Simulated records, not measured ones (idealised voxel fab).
You're looking at the process module voxel self aligned vias.
FYI the section here is cut, 280 nm wide, cells are 5 nm squares.
In what follows, cross-sections appear as grids of square cells, described through bands that run from the top down, where every band is one or more rows of cells.
Basically the band line says how high the top is and how high the bottom is, in nm, and then what's in it from left to right, every material with its width in nm. Empty space shows up as "air", and if a single material carries "everywhere" it runs the full band edge to edge.
All heights in this document are referenced to 0, defined as the level beneath which the wafer, as received, consists entirely of one material. The lowest band is not bounded below; it extends indefinitely downward and is written in the form "0..down".
Width spec "30->40" -> top row of cells at first value, bottom row at second value, equal per-row change in between.
Given "nothing got changed" for a step, no cell of the cross-section differs between before and after that step.
Voids not open to the top, 8 cells minimum: see "Tabulated closed voids". Written width x height at distance; distance is from the left edge; nm.
Where a step's line continues beyond its settings, the continuation is a remark by the simulator itself on that step.
overlay nm: for a step with a mask, the amount by which the mask lay right of where it was planned; a negative amount means left of it.
-- Steps planned for the process
step 1: RECEIVE, material Si
step 2: CONFORMAL_DEP, material SiO2, thk nm 10
step 3: CONFORMAL_DEP, material SiCN, thk nm 5
step 4: DIRECTIONAL_DEP, material SiO2, thk nm 25
step 5: PATTERN, tone open, mask id LINES, material resist, width nm 20, pitch nm 50, thk nm 15, overlay nm 0
step 6: DIRECTIONAL_ETCH, etch materials SiO2, depth nm 25
step 7: STRIP, etch materials resist
step 8: CONFORMAL_DEP, material TiN, thk nm 5
step 9: FILL_DEP, material Ru, thk nm 10
step 10: CMP, height nm 40
step 11: SELECTIVE_ETCH, etch materials W Ru TiN, depth nm 5
step 12: FILL_DEP, material SiN, thk nm 10
step 13: CMP, height nm 40
step 14: DIRECTIONAL_DEP, material SiO2, thk nm 20
step 15: MASKED_ETCH, tone open, mask id VIAS, width nm 30, pitch nm 50, etch materials SiO2, depth nm 20, overlay nm 0
step 16: MASKED_ETCH, tone open, mask id VIAS, width nm 30, pitch nm 50, etch materials SiN, depth nm 5, overlay nm 0
step 17: CONFORMAL_DEP, material TiN, thk nm 5
step 18: FILL_DEP, material W, thk nm 10
step 19: CMP, height nm 60
step 20: CONFORMAL_DEP, material SiCN, thk nm 5
-- Run as planned: first of two wafers
-- as received, after step 1
- 0..down = Si everywhere
- Tabulated closed voids: none
-- Cross-section: wafer state after step 2
- 10..0 = SiO2 everywhere
- No changes below 0.
-- Cross-section: wafer state after step 3
- 15..10 = SiCN everywhere
- No changes below 10.
-- Cross-section: wafer state after step 4
- 40..15 = SiO2 everywhere
- No changes below 15.
-- Cross-section: wafer state after step 5
- 55..40 = resist=80  air=20  resist=30  air=20  resist=30  air=20  resist=80
- No changes below 40.
-- Cross-section: wafer state after step 6
- 55..40 = resist=80  air=20  resist=30  air=20  resist=30  air=20  resist=80
- 40..15 = SiO2=80  air=20  SiO2=30  air=20  SiO2=30  air=20  SiO2=80
- No changes below 15.
-- Cross-section: wafer state after step 7
- 40..15 = SiO2=80  air=20  SiO2=30  air=20  SiO2=30  air=20  SiO2=80
- No changes below 15.
-- Cross-section: wafer state after step 8
- 45..40 = TiN=85  air=10  TiN=40  air=10  TiN=40  air=10  TiN=85
- 40..20 = SiO2=80  TiN=5  air=10  TiN=5  SiO2=30  TiN=5  air=10  TiN=5  SiO2=30  TiN=5  air=10  TiN=5  SiO2=80
- 20..15 = SiO2=80  TiN=20  SiO2=30  TiN=20  SiO2=30  TiN=20  SiO2=80
- No changes below 15.
-- Cross-section: wafer state after step 9
- 55..45 = Ru everywhere
- 45..40 = TiN=85  Ru=10  TiN=40  Ru=10  TiN=40  Ru=10  TiN=85
- 40..20 = SiO2=80  TiN=5  Ru=10  TiN=5  SiO2=30  TiN=5  Ru=10  TiN=5  SiO2=30  TiN=5  Ru=10  TiN=5  SiO2=80
- No changes below 20.
-- Cross-section: wafer state after step 10
- 40..20 = SiO2=80  TiN=5  Ru=10  TiN=5  SiO2=30  TiN=5  Ru=10  TiN=5  SiO2=30  TiN=5  Ru=10  TiN=5  SiO2=80
- No changes below 20.
-- Cross-section: wafer state after step 11
- 40..35 = SiO2=80  air=20  SiO2=30  air=20  SiO2=30  air=20  SiO2=80
- No changes below 35.
-- Cross-section: wafer state after step 12
- 50..40 = SiN everywhere
- 40..35 = SiO2=80  SiN=20  SiO2=30  SiN=20  SiO2=30  SiN=20  SiO2=80
- No changes below 35.
-- Cross-section: wafer state after step 13
- 40..35 = SiO2=80  SiN=20  SiO2=30  SiN=20  SiO2=30  SiN=20  SiO2=80
- No changes below 35.
-- Cross-section: wafer state after step 14
- 60..40 = SiO2 everywhere
- No changes below 40.
-- Cross-section: wafer state after step 15
- 60..40 = SiO2=75  air=30  SiO2=20  air=30  SiO2=20  air=30  SiO2=75
- No changes below 40.
-- Cross-section: wafer state after step 16
- 60..40 = SiO2=75  air=30  SiO2=20  air=30  SiO2=20  air=30  SiO2=75
- 40..35 = SiO2=80  air=20  SiO2=30  air=20  SiO2=30  air=20  SiO2=80
- No changes below 35.
-- Cross-section: wafer state after step 17
- 65..60 = TiN=80  air=20  TiN=30  air=20  TiN=30  air=20  TiN=80
- 60..45 = SiO2=75  TiN=5  air=20  TiN=5  SiO2=20  TiN=5  air=20  TiN=5  SiO2=20  TiN=5  air=20  TiN=5  SiO2=75
- 45..40 = SiO2=75  TiN=10  air=10  TiN=10  SiO2=20  TiN=10  air=10  TiN=10  SiO2=20  TiN=10  air=10  TiN=10  SiO2=75
- 40..35 = SiO2=80  TiN=20  SiO2=30  TiN=20  SiO2=30  TiN=20  SiO2=80
- No changes below 35.
-- Cross-section: wafer state after step 18
- 75..65 = W everywhere
- 65..60 = TiN=80  W=20  TiN=30  W=20  TiN=30  W=20  TiN=80
- 60..45 = SiO2=75  TiN=5  W=20  TiN=5  SiO2=20  TiN=5  W=20  TiN=5  SiO2=20  TiN=5  W=20  TiN=5  SiO2=75
- 45..40 = SiO2=75  TiN=10  W=10  TiN=10  SiO2=20  TiN=10  W=10  TiN=10  SiO2=20  TiN=10  W=10  TiN=10  SiO2=75
- No changes below 40.
-- Cross-section: wafer state after step 19
- 60..45 = SiO2=75  TiN=5  W=20  TiN=5  SiO2=20  TiN=5  W=20  TiN=5  SiO2=20  TiN=5  W=20  TiN=5  SiO2=75
- No changes below 45.
-- Cross-section: wafer state after step 20
- 65..60 = SiCN everywhere
- No changes below 60.
-- Companion wafer, the second of two: same beginning, same intended sequence, one mistake in carrying it out; through step 14 inclusive it tracks the first exactly
-- Cross-section of the second wafer corresponding to the planned conclusion of step 15
- 60..40 = SiO2=75  air=30  SiO2=20  air=30  SiO2=20  air=30  SiO2=75
- 40..35 = SiO2=75  air=5  SiN=20  air=5  SiO2=20  air=5  SiN=20  air=5  SiO2=20  air=5  SiN=20  air=5  SiO2=75
- 35..20 = SiO2=75  air=5  TiN=5  Ru=10  TiN=5  air=5  SiO2=20  air=5  TiN=5  Ru=10  TiN=5  air=5  SiO2=20  air=5  TiN=5  Ru=10  TiN=5  air=5  SiO2=75
- No changes below 20.
-- Cross-section of the second wafer corresponding to the planned conclusion of step 16
- 60..35 = SiO2=75  air=30  SiO2=20  air=30  SiO2=20  air=30  SiO2=75
- No changes below 35.
-- Cross-section of the second wafer corresponding to the planned conclusion of step 17
- 65..60 = TiN=80  air=20  TiN=30  air=20  TiN=30  air=20  TiN=80
- 60..40 = SiO2=75  TiN=5  air=20  TiN=5  SiO2=20  TiN=5  air=20  TiN=5  SiO2=20  TiN=5  air=20  TiN=5  SiO2=75
- 40..35 = SiO2=75  TiN=30  SiO2=20  TiN=30  SiO2=20  TiN=30  SiO2=75
- 35..20 = SiO2=75  TiN=10  Ru=10  TiN=10  SiO2=20  TiN=10  Ru=10  TiN=10  SiO2=20  TiN=10  Ru=10  TiN=10  SiO2=75
- No changes below 20.
-- Cross-section of the second wafer corresponding to the planned conclusion of step 18
- 75..65 = W everywhere
- 65..60 = TiN=80  W=20  TiN=30  W=20  TiN=30  W=20  TiN=80
- 60..40 = SiO2=75  TiN=5  W=20  TiN=5  SiO2=20  TiN=5  W=20  TiN=5  SiO2=20  TiN=5  W=20  TiN=5  SiO2=75
- No changes below 40.
-- Cross-section of the second wafer corresponding to the planned conclusion of step 19
- 60..40 = SiO2=75  TiN=5  W=20  TiN=5  SiO2=20  TiN=5  W=20  TiN=5  SiO2=20  TiN=5  W=20  TiN=5  SiO2=75
- No changes below 40.
-- Cross-section of the second wafer corresponding to the planned conclusion of step 20
- 65..60 = SiCN everywhere
- No changes below 60.
It is concluded that the wafer was processed incorrectly with respect to the plan, in that twice over, step 15 of the plan was run
End check, counted in cells, second wafer has more or fewer of these materials than the first: 24 fewer of SiO2, 18 more of TiN, 6 more of W
